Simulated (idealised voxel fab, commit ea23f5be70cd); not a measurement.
process module | voxel fin reveal
cross-section cut | 150 nm wide | cells 5 nm
A cross-section is a grid of square cells, given in bands from the top down. A band is one or more rows of cells.
Each band's line starts with the height of the band's top and of its bottom, in nm. Then come its materials from left to right, each with its width in nm. One material with "throughout" fills the band from edge to edge. "air" is empty space.
Height 0 is the level under which the wafer as received is all one material. The lowest band goes on downwards, as in "0 down".
A width such as "30 to 40" changes by the same amount from each row of cells to the next, from the band's top row to its bottom row.
"no change" after a step means that no cell of the cross-section changed.
closed voids: empty space of 8 cells or more with no open way to the top, each as width x height at its distance from the left edge, in nm
after a step's settings: what the simulator itself notes on the step
overlay nm, on a step with a mask: how far to the right of its planned place the mask lay; to the left if negative
plan
1 op RECEIVE | material Si
2 op CONFORMAL_DEP | material SiN | thk nm 10
3 op MASKED_ETCH | tone cover | mask id FINS | width nm 15 | pitch nm 45 | etch materials SiN | depth nm 10 | overlay nm 0
4 op MASKED_ETCH | tone cover | mask id FINS | width nm 15 | pitch nm 45 | etch materials Si | depth nm 30 | overlay nm 0
5 op OXIDIZE | depth nm 5
6 op FILL_DEP | material SiO2 | thk nm 5
7 op CMP | height nm 10
8 op SELECTIVE_ETCH | etch materials SiO2 | depth nm 30
9 op STRIP | etch materials SiN
first wafer, as planned
as received, after step 1
  0 down: Si throughout
  closed voids: none
after step 2
  10 to 0: SiN throughout
  below 0: unchanged
after step 3
  10 to 0: air 45 | SiN 15 | air 30 | SiN 15 | air 45
  below 0: unchanged
after step 4
  10 to 0: air 45 | SiN 15 | air 30 | SiN 15 | air 45
  0 to -30: air 45 | Si 15 | air 30 | Si 15 | air 45
  below -30: unchanged
after step 5
  10 to 0: air 45 | SiN 15 | air 30 | SiN 15 | air 45
  0 to -30: air 45 | SiO2 5 | Si 5 | SiO2 5 | air 30 | SiO2 5 | Si 5 | SiO2 5 | air 45
  -30 to -35: SiO2 50 | Si 5 | SiO2 40 | Si 5 | SiO2 50
  below -35: unchanged
after step 6
  15 to 10: SiO2 throughout
  10 to 0: SiO2 45 | SiN 15 | SiO2 30 | SiN 15 | SiO2 45
  0 to -35: SiO2 50 | Si 5 | SiO2 40 | Si 5 | SiO2 50
  below -35: unchanged
after step 7
  10 to 0: SiO2 45 | SiN 15 | SiO2 30 | SiN 15 | SiO2 45
  below 0: unchanged
after step 8
  10 to 0: air 45 | SiN 15 | air 30 | SiN 15 | air 45
  0 to -20: air 50 | Si 5 | air 40 | Si 5 | air 50
  below -20: unchanged
after step 9
  0 to -20: air 50 | Si 5 | air 40 | Si 5 | air 50
  below -20: unchanged
second wafer: like start, like plan, one mistake. Through step 3 it matches the first wafer
when step 4 should have ended
  10 to 0: air 45 | SiN 15 | air 30 | SiN 15 | air 45
  0 to -30: air 40 | Si 25 | air 20 | Si 25 | air 40
  below -30: unchanged
when step 5 should have ended
  10 to 0: air 45 | SiN 15 | air 30 | SiN 15 | air 45
  0 to -5: air 40 | SiO2 10 | Si 5 | SiO2 10 | air 20 | SiO2 10 | Si 5 | SiO2 10 | air 40
  -5 to -30: air 40 | SiO2 5 | Si 15 | SiO2 5 | air 20 | SiO2 5 | Si 15 | SiO2 5 | air 40
  -30 to -35: SiO2 45 | Si 15 | SiO2 30 | Si 15 | SiO2 45
  below -35: unchanged
when step 6 should have ended
  15 to 10: SiO2 throughout
  10 to 0: SiO2 45 | SiN 15 | SiO2 30 | SiN 15 | SiO2 45
  0 to -5: SiO2 50 | Si 5 | SiO2 40 | Si 5 | SiO2 50
  -5 to -35: SiO2 45 | Si 15 | SiO2 30 | Si 15 | SiO2 45
  below -35: unchanged
when step 7 should have ended
  10 to 0: SiO2 45 | SiN 15 | SiO2 30 | SiN 15 | SiO2 45
  below 0: unchanged
when step 8 should have ended
  10 to 0: air 45 | SiN 15 | air 30 | SiN 15 | air 45
  0 to -5: air 50 | Si 5 | air 40 | Si 5 | air 50
  -5 to -20: air 45 | Si 15 | air 30 | Si 15 | air 45
  below -20: unchanged
when step 9 should have ended
  0 to -5: air 50 | Si 5 | air 40 | Si 5 | air 50
  below -5: unchanged
what went wrong: step 4 ran as: op MASKED_ETCH | tone cover | mask id FINS | width nm 25 | pitch nm 45 | etch materials Si | depth nm 30 | overlay nm 0
at the end the second wafer has, in cells: 24 more of Si | 12 fewer of SiO2
